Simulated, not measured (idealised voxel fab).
Process module in this document: voxel ribs on slabs
The width of the displayed cross-section, cut, is 195 nm; its cells are square, with a size of 5 nm.
Cross-sections here: square-cell grids, written as top-down lists of bands, a band being one or more rows of cells. Basically the band line says how high the top is and how high the bottom is, in nm, and then what's in it from left to right, every material with its width in nm. Empty space shows up as "empty", and if a single material carries "full width" it runs the full band edge to edge. Heights from 0 (as-received wafer is one material below). Bottom band endless downward, as "0 nm and below". When a width is written as two numbers, as in "30..40", the first number is the width in the top row of cells of the band and the second is the width in its bottom row, and the width changes by the same amount from each row to the next. What does "everything unchanged" mean for a step? It means no cell of the cross-section changed in that step. Entry "Closed void catalog" = empty spaces >= 8 cells with no open way to the top; each as width x height at distance, distance from left edge, all nm. Read whatever lies past the settings on a step's line as the simulator's own remark about the step. "overlay nm", when on a step's line for a step with a mask, measures how far to the right of its planned place the mask lay; a negative measure means to the left.
### Planned process steps
1) RECEIVE | material Si
2) DIRECTIONAL_DEP | material SiO2 | thk nm 20
3) DIRECTIONAL_DEP | material polySi | thk nm 25
4) PATTERN | tone cover | mask id RIB | material resist | width nm 20 | thk nm 15 | overlay nm 0
5) DIRECTIONAL_ETCH | etch materials polySi | depth nm 15
6) STRIP | etch materials resist
7) DIRECTIONAL_DEP | material aC | thk nm 10
8) PATTERN | tone cover | mask id SLAB | material resist | width nm 80 | thk nm 25 | overlay nm 0
9) DIRECTIONAL_ETCH | etch materials aC | depth nm 10
10) STRIP | etch materials resist
11) DIRECTIONAL_ETCH | etch materials polySi | depth nm 10
12) STRIP | etch materials aC
13) FILL_DEP | material SiO2 | thk nm 20
14) CMP | height nm 60
15) DIRECTIONAL_DEP | material TiN | thk nm 5
16) PATTERN | tone cover | mask id HEATER | material resist | width nm 30 | thk nm 15 | overlay nm 0
17) DIRECTIONAL_ETCH | etch materials TiN | depth nm 5
18) STRIP | etch materials resist
19) CONFORMAL_DEP | material SiO2 | thk nm 10
### Cross-section of the wafer as it came to us, i.e., already through step 1
- 0 nm and below  Si full width
- Closed void catalog: none
### Wafer cross-section at end of module: start and plan as shown above, one execution error
- 75 nm to 70 nm  70 empty / 50 SiO2 / 75 empty
- 70 nm to 65 nm  SiO2 full width
- 65 nm to 60 nm  80 SiO2 / 30 TiN / 85 SiO2
- 60 nm to 55 nm  85 SiO2 / 20 polySi / 90 SiO2
- 55 nm to 45 nm  55 SiO2 / 80 polySi / 60 SiO2
- 45 nm to 20 nm  polySi full width
- 20 nm to 0 nm  SiO2 full width
- 0 nm and below  Si full width
- Closed void catalog: none
Where did the run depart from the plan? step 3 of the plan saw execution twice
